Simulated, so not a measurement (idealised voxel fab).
process module | voxel gate over fins
cross-section cut | 225 nm wide | cells 5 nm
A cross-section is a grid of square cells, given in bands from the top down. A band is one or more rows of cells.
Each band's line starts with the height of the band's top and of its bottom, in nm. Then come its materials from left to right, each with its width in nm. One material with "throughout" fills the band from edge to edge. "air" is empty space.
Height 0 is the level under which the wafer as received is all one material. The lowest band goes on downwards, as in "0 down".
A width such as "30 to 40" changes by the same amount from each row of cells to the next, from the band's top row to its bottom row.
"no change" after a step means that no cell of the cross-section changed.
closed voids: empty space of 8 cells or more with no open way to the top, each as width x height at its distance from the left edge, in nm
after a step's settings: what the simulator itself notes on the step
overlay nm, on a step with a mask: how far to the right of its planned place the mask lay; to the left if negative
plan
1 op RECEIVE | material Si
2 op CONFORMAL_DEP | material SiN | thk nm 5
3 op DIRECTIONAL_DEP | material aC | thk nm 15
4 op PATTERN | tone cover | mask id FINS | material resist | width nm 15 | pitch nm 40 | thk nm 35 | overlay nm 0
5 op DIRECTIONAL_ETCH | etch materials aC | depth nm 15
6 op STRIP | etch materials resist
7 op DIRECTIONAL_ETCH | etch materials SiN | depth nm 5
8 op DIRECTIONAL_ETCH | etch materials Si | depth nm 35
9 op STRIP | etch materials aC
10 op OXIDIZE | depth nm 5
11 op FILL_DEP | material SiO2 | thk nm 15
12 op CMP | height nm 5
13 op SELECTIVE_ETCH | etch materials SiO2 | depth nm 15
14 op STRIP | etch materials SiN
15 op CONFORMAL_DEP | material HfO2 | thk nm 5
16 op CONFORMAL_DEP | material TiN | thk nm 5
17 op CONFORMAL_DEP | material TiAl | thk nm 5
18 op CONFORMAL_DEP | material TiN | thk nm 5
19 op FILL_DEP | material W | thk nm 10
20 op CMP | height nm 25
21 op CONFORMAL_DEP | material SiCN | thk nm 5
first wafer, as planned
as received, after step 1
  0 down: Si throughout
  closed voids: none
after step 2
  5 to 0: SiN throughout
  below 0: unchanged
after step 3
  20 to 5: aC throughout
  below 5: unchanged
after step 4
  55 to 20: air 45 | resist 15 | air 25 | resist 15 | air 25 | resist 15 | air 25 | resist 15 | air 45
  below 20: unchanged
after step 5
  40 to 20: air 45 | resist 15 | air 25 | resist 15 | air 25 | resist 15 | air 25 | resist 15 | air 45
  20 to 5: air 45 | aC 15 | air 25 | aC 15 | air 25 | aC 15 | air 25 | aC 15 | air 45
  below 5: unchanged
after step 6
  20 to 5: air 45 | aC 15 | air 25 | aC 15 | air 25 | aC 15 | air 25 | aC 15 | air 45
  below 5: unchanged
after step 7
  20 to 5: air 45 | aC 15 | air 25 | aC 15 | air 25 | aC 15 | air 25 | aC 15 | air 45
  5 to 0: air 45 | SiN 15 | air 25 | SiN 15 | air 25 | SiN 15 | air 25 | SiN 15 | air 45
  below 0: unchanged
after step 8
  20 to 5: air 45 | aC 15 | air 25 | aC 15 | air 25 | aC 15 | air 25 | aC 15 | air 45
  5 to 0: air 45 | SiN 15 | air 25 | SiN 15 | air 25 | SiN 15 | air 25 | SiN 15 | air 45
  0 to -35: air 45 | Si 15 | air 25 | Si 15 | air 25 | Si 15 | air 25 | Si 15 | air 45
  below -35: unchanged
after step 9
  5 to 0: air 45 | SiN 15 | air 25 | SiN 15 | air 25 | SiN 15 | air 25 | SiN 15 | air 45
  below 0: unchanged
after step 10
  5 to 0: air 45 | SiN 15 | air 25 | SiN 15 | air 25 | SiN 15 | air 25 | SiN 15 | air 45
  0 to -35: air 45 | SiO2 5 | Si 5 | SiO2 5 | air 25 | SiO2 5 | Si 5 | SiO2 5 | air 25 | SiO2 5 | Si 5 | SiO2 5 | air 25 | SiO2 5 | Si 5 | SiO2 5 | air 45
  -35 to -40: SiO2 50 | Si 5 | SiO2 35 | Si 5 | SiO2 35 | Si 5 | SiO2 35 | Si 5 | SiO2 50
  below -40: unchanged
after step 11
  20 to 5: SiO2 throughout
  5 to 0: SiO2 45 | SiN 15 | SiO2 25 | SiN 15 | SiO2 25 | SiN 15 | SiO2 25 | SiN 15 | SiO2 45
  0 to -40: SiO2 50 | Si 5 | SiO2 35 | Si 5 | SiO2 35 | Si 5 | SiO2 35 | Si 5 | SiO2 50
  below -40: unchanged
after step 12
  5 to 0: SiO2 45 | SiN 15 | SiO2 25 | SiN 15 | SiO2 25 | SiN 15 | SiO2 25 | SiN 15 | SiO2 45
  below 0: unchanged
after step 13
  5 to 0: air 45 | SiN 15 | air 25 | SiN 15 | air 25 | SiN 15 | air 25 | SiN 15 | air 45
  0 to -10: air 50 | Si 5 | air 35 | Si 5 | air 35 | Si 5 | air 35 | Si 5 | air 50
  below -10: unchanged
after step 14
  0 to -10: air 50 | Si 5 | air 35 | Si 5 | air 35 | Si 5 | air 35 | Si 5 | air 50
  below -10: unchanged
after step 15
  5 to 0: air 45 | HfO2 15 | air 25 | HfO2 15 | air 25 | HfO2 15 | air 25 | HfO2 15 | air 45
  0 to -5: air 45 | HfO2 5 | Si 5 | HfO2 5 | air 25 | HfO2 5 | Si 5 | HfO2 5 | air 25 | HfO2 5 | Si 5 | HfO2 5 | air 25 | HfO2 5 | Si 5 | HfO2 5 | air 45
  -5 to -10: HfO2 50 | Si 5 | HfO2 35 | Si 5 | HfO2 35 | Si 5 | HfO2 35 | Si 5 | HfO2 50
  below -10: unchanged
after step 16
  10 to 5: air 40 | TiN 25 | air 15 | TiN 25 | air 15 | TiN 25 | air 15 | TiN 25 | air 40
  5 to 0: air 40 | TiN 5 | HfO2 15 | TiN 5 | air 15 | TiN 5 | HfO2 15 | TiN 5 | air 15 | TiN 5 | HfO2 15 | TiN 5 | air 15 | TiN 5 | HfO2 15 | TiN 5 | air 40
  0 to -5: TiN 45 | HfO2 5 | Si 5 | HfO2 5 | TiN 25 | HfO2 5 | Si 5 | HfO2 5 | TiN 25 | HfO2 5 | Si 5 | HfO2 5 | TiN 25 | HfO2 5 | Si 5 | HfO2 5 | TiN 45
  below -5: unchanged
after step 17
  15 to 10: air 35 | TiAl 35 | air 5 | TiAl 35 | air 5 | TiAl 35 | air 5 | TiAl 35 | air 35
  10 to 5: air 35 | TiAl 5 | TiN 25 | TiAl 5 | air 5 | TiAl 5 | TiN 25 | TiAl 5 | air 5 | TiAl 5 | TiN 25 | TiAl 5 | air 5 | TiAl 5 | TiN 25 | TiAl 5 | air 35
  5 to 0: TiAl 40 | TiN 5 | HfO2 15 | TiN 5 | TiAl 15 | TiN 5 | HfO2 15 | TiN 5 | TiAl 15 | TiN 5 | HfO2 15 | TiN 5 | TiAl 15 | TiN 5 | HfO2 15 | TiN 5 | TiAl 40
  below 0: unchanged
after step 18
  20 to 15: air 30 | TiN 165 | air 30
  15 to 10: air 30 | TiN 5 | TiAl 35 | TiN 5 | TiAl 35 | TiN 5 | TiAl 35 | TiN 5 | TiAl 35 | TiN 5 | air 30
  10 to 5: TiN 35 | TiAl 5 | TiN 25 | TiAl 5 | TiN 5 | TiAl 5 | TiN 25 | TiAl 5 | TiN 5 | TiAl 5 | TiN 25 | TiAl 5 | TiN 5 | TiAl 5 | TiN 25 | TiAl 5 | TiN 35
  below 5: unchanged
after step 19
  30 to 20: W throughout
  20 to 15: W 30 | TiN 165 | W 30
  15 to 10: W 30 | TiN 5 | TiAl 35 | TiN 5 | TiAl 35 | TiN 5 | TiAl 35 | TiN 5 | TiAl 35 | TiN 5 | W 30
  below 10: unchanged
after step 20
  25 to 20: W throughout
  below 20: unchanged
after step 21
  30 to 25: SiCN throughout
  below 25: unchanged
second wafer: like start, like plan, one mistake. Through step 12 it matches the first wafer
when step 13 should have ended
  5 to 0: air 45 | SiN 15 | air 25 | SiN 15 | air 25 | SiN 15 | air 25 | SiN 15 | air 45
  0 to -25: air 50 | Si 5 | air 35 | Si 5 | air 35 | Si 5 | air 35 | Si 5 | air 50
  below -25: unchanged
when step 14 should have ended
  0 to -25: air 50 | Si 5 | air 35 | Si 5 | air 35 | Si 5 | air 35 | Si 5 | air 50
  below -25: unchanged
when step 15 should have ended
  5 to 0: air 45 | HfO2 15 | air 25 | HfO2 15 | air 25 | HfO2 15 | air 25 | HfO2 15 | air 45
  0 to -20: air 45 | HfO2 5 | Si 5 | HfO2 5 | air 25 | HfO2 5 | Si 5 | HfO2 5 | air 25 | HfO2 5 | Si 5 | HfO2 5 | air 25 | HfO2 5 | Si 5 | HfO2 5 | air 45
  -20 to -25: HfO2 50 | Si 5 | HfO2 35 | Si 5 | HfO2 35 | Si 5 | HfO2 35 | Si 5 | HfO2 50
  below -25: unchanged
when step 16 should have ended
  10 to 5: air 40 | TiN 25 | air 15 | TiN 25 | air 15 | TiN 25 | air 15 | TiN 25 | air 40
  5 to 0: air 40 | TiN 5 | HfO2 15 | TiN 5 | air 15 | TiN 5 | HfO2 15 | TiN 5 | air 15 | TiN 5 | HfO2 15 | TiN 5 | air 15 | TiN 5 | HfO2 15 | TiN 5 | air 40
  0 to -15: air 40 | TiN 5 | HfO2 5 | Si 5 | HfO2 5 | TiN 5 | air 15 | TiN 5 | HfO2 5 | Si 5 | HfO2 5 | TiN 5 | air 15 | TiN 5 | HfO2 5 | Si 5 | HfO2 5 | TiN 5 | air 15 | TiN 5 | HfO2 5 | Si 5 | HfO2 5 | TiN 5 | air 40
  -15 to -20: TiN 45 | HfO2 5 | Si 5 | HfO2 5 | TiN 25 | HfO2 5 | Si 5 | HfO2 5 | TiN 25 | HfO2 5 | Si 5 | HfO2 5 | TiN 25 | HfO2 5 | Si 5 | HfO2 5 | TiN 45
  below -20: unchanged
when step 17 should have ended
  15 to 10: air 35 | TiAl 35 | air 5 | TiAl 35 | air 5 | TiAl 35 | air 5 | TiAl 35 | air 35
  10 to 5: air 35 | TiAl 5 | TiN 25 | TiAl 5 | air 5 | TiAl 5 | TiN 25 | TiAl 5 | air 5 | TiAl 5 | TiN 25 | TiAl 5 | air 5 | TiAl 5 | TiN 25 | TiAl 5 | air 35
  5 to 0: air 35 | TiAl 5 | TiN 5 | HfO2 15 | TiN 5 | TiAl 5 | air 5 | TiAl 5 | TiN 5 | HfO2 15 | TiN 5 | TiAl 5 | air 5 | TiAl 5 | TiN 5 | HfO2 15 | TiN 5 | TiAl 5 | air 5 | TiAl 5 | TiN 5 | HfO2 15 | TiN 5 | TiAl 5 | air 35
  0 to -10: air 35 | TiAl 5 | TiN 5 | HfO2 5 | Si 5 | HfO2 5 | TiN 5 | TiAl 5 | air 5 | TiAl 5 | TiN 5 | HfO2 5 | Si 5 | HfO2 5 | TiN 5 | TiAl 5 | air 5 | TiAl 5 | TiN 5 | HfO2 5 | Si 5 | HfO2 5 | TiN 5 | TiAl 5 | air 5 | TiAl 5 | TiN 5 | HfO2 5 | Si 5 | HfO2 5 | TiN 5 | TiAl 5 | air 35
  -10 to -15: TiAl 40 | TiN 5 | HfO2 5 | Si 5 | HfO2 5 | TiN 5 | TiAl 15 | TiN 5 | HfO2 5 | Si 5 | HfO2 5 | TiN 5 | TiAl 15 | TiN 5 | HfO2 5 | Si 5 | HfO2 5 | TiN 5 | TiAl 15 | TiN 5 | HfO2 5 | Si 5 | HfO2 5 | TiN 5 | TiAl 40
  below -15: unchanged
when step 18 should have ended
  20 to 15: air 30 | TiN 165 | air 30
  15 to 10: air 30 | TiN 5 | TiAl 35 | TiN 5 | TiAl 35 | TiN 5 | TiAl 35 | TiN 5 | TiAl 35 | TiN 5 | air 30
  10 to 5: air 30 | TiN 5 | TiAl 5 | TiN 25 | TiAl 5 | TiN 5 | TiAl 5 | TiN 25 | TiAl 5 | TiN 5 | TiAl 5 | TiN 25 | TiAl 5 | TiN 5 | TiAl 5 | TiN 25 | TiAl 5 | TiN 5 | air 30
  5 to 0: air 30 | TiN 5 | TiAl 5 | TiN 5 | HfO2 15 | TiN 5 | TiAl 5 | TiN 5 | TiAl 5 | TiN 5 | HfO2 15 | TiN 5 | TiAl 5 | TiN 5 | TiAl 5 | TiN 5 | HfO2 15 | TiN 5 | TiAl 5 | TiN 5 | TiAl 5 | TiN 5 | HfO2 15 | TiN 5 | TiAl 5 | TiN 5 | air 30
  0 to -5: air 30 | TiN 5 | TiAl 5 | TiN 5 | HfO2 5 | Si 5 | HfO2 5 | TiN 5 | TiAl 5 | TiN 5 | TiAl 5 | TiN 5 | HfO2 5 | Si 5 | HfO2 5 | TiN 5 | TiAl 5 | TiN 5 | TiAl 5 | TiN 5 | HfO2 5 | Si 5 | HfO2 5 | TiN 5 | TiAl 5 | TiN 5 | TiAl 5 | TiN 5 | HfO2 5 | Si 5 | HfO2 5 | TiN 5 | TiAl 5 | TiN 5 | air 30
  -5 to -10: TiN 35 | TiAl 5 | TiN 5 | HfO2 5 | Si 5 | HfO2 5 | TiN 5 | TiAl 5 | TiN 5 | TiAl 5 | TiN 5 | HfO2 5 | Si 5 | HfO2 5 | TiN 5 | TiAl 5 | TiN 5 | TiAl 5 | TiN 5 | HfO2 5 | Si 5 | HfO2 5 | TiN 5 | TiAl 5 | TiN 5 | TiAl 5 | TiN 5 | HfO2 5 | Si 5 | HfO2 5 | TiN 5 | TiAl 5 | TiN 35
  below -10: unchanged
when step 19 should have ended
  30 to 20: W throughout
  20 to 15: W 30 | TiN 165 | W 30
  15 to 10: W 30 | TiN 5 | TiAl 35 | TiN 5 | TiAl 35 | TiN 5 | TiAl 35 | TiN 5 | TiAl 35 | TiN 5 | W 30
  10 to 5: W 30 | TiN 5 | TiAl 5 | TiN 25 | TiAl 5 | TiN 5 | TiAl 5 | TiN 25 | TiAl 5 | TiN 5 | TiAl 5 | TiN 25 | TiAl 5 | TiN 5 | TiAl 5 | TiN 25 | TiAl 5 | TiN 5 | W 30
  5 to 0: W 30 | TiN 5 | TiAl 5 | TiN 5 | HfO2 15 | TiN 5 | TiAl 5 | TiN 5 | TiAl 5 | TiN 5 | HfO2 15 | TiN 5 | TiAl 5 | TiN 5 | TiAl 5 | TiN 5 | HfO2 15 | TiN 5 | TiAl 5 | TiN 5 | TiAl 5 | TiN 5 | HfO2 15 | TiN 5 | TiAl 5 | TiN 5 | W 30
  0 to -5: W 30 | TiN 5 | TiAl 5 | TiN 5 | HfO2 5 | Si 5 | HfO2 5 | TiN 5 | TiAl 5 | TiN 5 | TiAl 5 | TiN 5 | HfO2 5 | Si 5 | HfO2 5 | TiN 5 | TiAl 5 | TiN 5 | TiAl 5 | TiN 5 | HfO2 5 | Si 5 | HfO2 5 | TiN 5 | TiAl 5 | TiN 5 | TiAl 5 | TiN 5 | HfO2 5 | Si 5 | HfO2 5 | TiN 5 | TiAl 5 | TiN 5 | W 30
  below -5: unchanged
when step 20 should have ended
  25 to 20: W throughout
  below 20: unchanged
when step 21 should have ended
  30 to 25: SiCN throughout
  below 25: unchanged
what went wrong: step 13 was run twice
at the end the second wafer has, in cells: 24 more of HfO2 | 123 fewer of SiO2 | 24 more of TiAl | 39 more of TiN | 36 more of W
